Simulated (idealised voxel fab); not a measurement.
Process module heading - voxel trench capacitor
Section cut is 290 nm wide and gridded with 5 nm square cells.
A cross-section in this document is a grid of square cells, and it is written down as bands, the top band listed before the ones below it; a band is made up of one or more rows of cells.
For a band, the entry starts with two heights in nm, that of the top and then that of the bottom, and carries on with the band's materials in order from left to right, each alongside its width in nm; the word "throughout" beside a single material means it fills the band edge to edge, and "air" means empty space.
Basically, 0 is our baseline, since under it the wafer straight out of the box is all one material. The bottom band has no lower end and keeps on going down, so it looks like "0 nm and below".
Note: "30..40" means the width goes from the first number (top row of the band) to the second number (bottom row) in equal steps per row of cells.
"no alteration" (step): cross-section cells unchanged, all of them.
"Voids lacking openings" - sealed voids, min. 8 cells, no opening to top; format: width x height at distance (distance from left edge; nm throughout).
Step line, after settings: the simulator's comment on this step.
A step line may carry the setting "overlay nm", which, for steps involving a mask, states the distance by which the mask lay to the right of its intended position; negative values denote displacement to the left.
-- List of planned process steps
1) op RECEIVE | material Si
2) op CONFORMAL_DEP | material SiN | thk nm 5
3) op DIRECTIONAL_DEP | material aC | thk nm 15
4) op PATTERN | tone open | mask id TRENCH | material resist | width nm 20 | pitch nm 35 | thk nm 30 | overlay nm 0
5) op DIRECTIONAL_ETCH | etch materials aC | depth nm 15
6) op STRIP | etch materials resist
7) op DIRECTIONAL_ETCH | etch materials SiN | depth nm 5
8) op DIRECTIONAL_ETCH | etch materials Si | depth nm 30
9) op STRIP | etch materials aC
10) op CONFORMAL_DEP | material Al2O3 | thk nm 5
11) op FILL_DEP | material polySi | thk nm 10
12) op CMP | height nm 5
-- Account of the first of two wafers, which was processed as intended
-- Incoming wafer in cross-section (state: after step 1)
  0 nm and below: Si throughout
  Voids lacking openings: none
-- Wafer section view after processing step 2
  5 nm to 0 nm: SiN throughout
  Below a height of 0, the structure has not been altered.
-- Wafer section view after processing step 3
  20 nm to 5 nm: aC throughout
  Below a height of 5, the structure has not been altered.
-- Wafer section view after processing step 4
  50 nm to 20 nm: resist 115; air 20; resist 15; air 20; resist 120
  Below a height of 20, the structure has not been altered.
-- Wafer section view after processing step 5
  35 nm to 20 nm: resist 115; air 20; resist 15; air 20; resist 120
  20 nm to 5 nm: aC 115; air 20; aC 15; air 20; aC 120
  Below a height of 5, the structure has not been altered.
-- Wafer section view after processing step 6
  20 nm to 5 nm: aC 115; air 20; aC 15; air 20; aC 120
  Below a height of 5, the structure has not been altered.
-- Wafer section view after processing step 7
  20 nm to 5 nm: aC 115; air 20; aC 15; air 20; aC 120
  5 nm to 0 nm: SiN 115; air 20; SiN 15; air 20; SiN 120
  Below a height of 0, the structure has not been altered.
-- Wafer section view after processing step 8
  20 nm to 5 nm: aC 115; air 20; aC 15; air 20; aC 120
  5 nm to 0 nm: SiN 115; air 20; SiN 15; air 20; SiN 120
  0 nm to -30 nm: Si 115; air 20; Si 15; air 20; Si 120
  Below a height of -30, the structure has not been altered.
-- Wafer section view after processing step 9
  5 nm to 0 nm: SiN 115; air 20; SiN 15; air 20; SiN 120
  Below a height of 0, the structure has not been altered.
-- Wafer section view after processing step 10
  10 nm to 5 nm: Al2O3 120; air 10; Al2O3 25; air 10; Al2O3 125
  5 nm to 0 nm: SiN 115; Al2O3 5; air 10; Al2O3 5; SiN 15; Al2O3 5; air 10; Al2O3 5; SiN 120
  0 nm to -25 nm: Si 115; Al2O3 5; air 10; Al2O3 5; Si 15; Al2O3 5; air 10; Al2O3 5; Si 120
  -25 nm to -30 nm: Si 115; Al2O3 20; Si 15; Al2O3 20; Si 120
  Below a height of -30, the structure has not been altered.
-- Wafer section view after processing step 11
  20 nm to 10 nm: polySi throughout
  10 nm to 5 nm: Al2O3 120; polySi 10; Al2O3 25; polySi 10; Al2O3 125
  5 nm to 0 nm: SiN 115; Al2O3 5; polySi 10; Al2O3 5; SiN 15; Al2O3 5; polySi 10; Al2O3 5; SiN 120
  0 nm to -25 nm: Si 115; Al2O3 5; polySi 10; Al2O3 5; Si 15; Al2O3 5; polySi 10; Al2O3 5; Si 120
  Below a height of -25, the structure has not been altered.
-- Wafer section view after processing step 12
  5 nm to 0 nm: SiN 115; Al2O3 5; polySi 10; Al2O3 5; SiN 15; Al2O3 5; polySi 10; Al2O3 5; SiN 120
  Below a height of 0, the structure has not been altered.
-- The remaining wafer, second of the two, started like the first and was run to the same plan, except that one mistake was made along the way; the two coincide through step 3, inclusive
-- Here is the second wafer in cross-section at the point where step 4 of the plan should have been done
  50 nm to 20 nm: air 115; resist 20; air 15; resist 20; air 120
  Below a height of 20, the structure has not been altered.
-- Here is the second wafer in cross-section at the point where step 5 of the plan should have been done
  35 nm to 20 nm: air 115; resist 20; air 15; resist 20; air 120
  20 nm to 5 nm: air 115; aC 20; air 15; aC 20; air 120
  Below a height of 5, the structure has not been altered.
-- Here is the second wafer in cross-section at the point where step 6 of the plan should have been done
  20 nm to 5 nm: air 115; aC 20; air 15; aC 20; air 120
  Below a height of 5, the structure has not been altered.
-- Here is the second wafer in cross-section at the point where step 7 of the plan should have been done
  20 nm to 5 nm: air 115; aC 20; air 15; aC 20; air 120
  5 nm to 0 nm: air 115; SiN 20; air 15; SiN 20; air 120
  Below a height of 0, the structure has not been altered.
-- Here is the second wafer in cross-section at the point where step 8 of the plan should have been done
  20 nm to 5 nm: air 115; aC 20; air 15; aC 20; air 120
  5 nm to 0 nm: air 115; SiN 20; air 15; SiN 20; air 120
  0 nm to -30 nm: air 115; Si 20; air 15; Si 20; air 120
  Below a height of -30, the structure has not been altered.
-- Here is the second wafer in cross-section at the point where step 9 of the plan should have been done
  5 nm to 0 nm: air 115; SiN 20; air 15; SiN 20; air 120
  Below a height of 0, the structure has not been altered.
-- Here is the second wafer in cross-section at the point where step 10 of the plan should have been done
  10 nm to 5 nm: air 110; Al2O3 30; air 5; Al2O3 30; air 115
  5 nm to 0 nm: air 110; Al2O3 5; SiN 20; Al2O3 5; air 5; Al2O3 5; SiN 20; Al2O3 5; air 115
  0 nm to -25 nm: air 110; Al2O3 5; Si 20; Al2O3 5; air 5; Al2O3 5; Si 20; Al2O3 5; air 115
  -25 nm to -30 nm: Al2O3 115; Si 20; Al2O3 15; Si 20; Al2O3 120
  Below a height of -30, the structure has not been altered.
-- Here is the second wafer in cross-section at the point where step 11 of the plan should have been done
  20 nm to 10 nm: polySi throughout
  10 nm to 5 nm: polySi 110; Al2O3 30; polySi 5; Al2O3 30; polySi 115
  5 nm to 0 nm: polySi 110; Al2O3 5; SiN 20; Al2O3 5; polySi 5; Al2O3 5; SiN 20; Al2O3 5; polySi 115
  0 nm to -25 nm: polySi 110; Al2O3 5; Si 20; Al2O3 5; polySi 5; Al2O3 5; Si 20; Al2O3 5; polySi 115
  Below a height of -25, the structure has not been altered.
-- Here is the second wafer in cross-section at the point where step 12 of the plan should have been done
  5 nm to 0 nm: polySi 110; Al2O3 5; SiN 20; Al2O3 5; polySi 5; Al2O3 5; SiN 20; Al2O3 5; polySi 115
  Below a height of 0, the structure has not been altered.
Error vs. plan: rather than as planned, step 4 actually ran as op PATTERN | tone cover | mask id TRENCH | material resist | width nm 20 | pitch nm 35 | thk nm 30 | overlay nm 0
The second wafer ends with more or fewer cells of some materials than the first, per final count: Al2O3 +42; Si -252; SiN -42; polySi +252
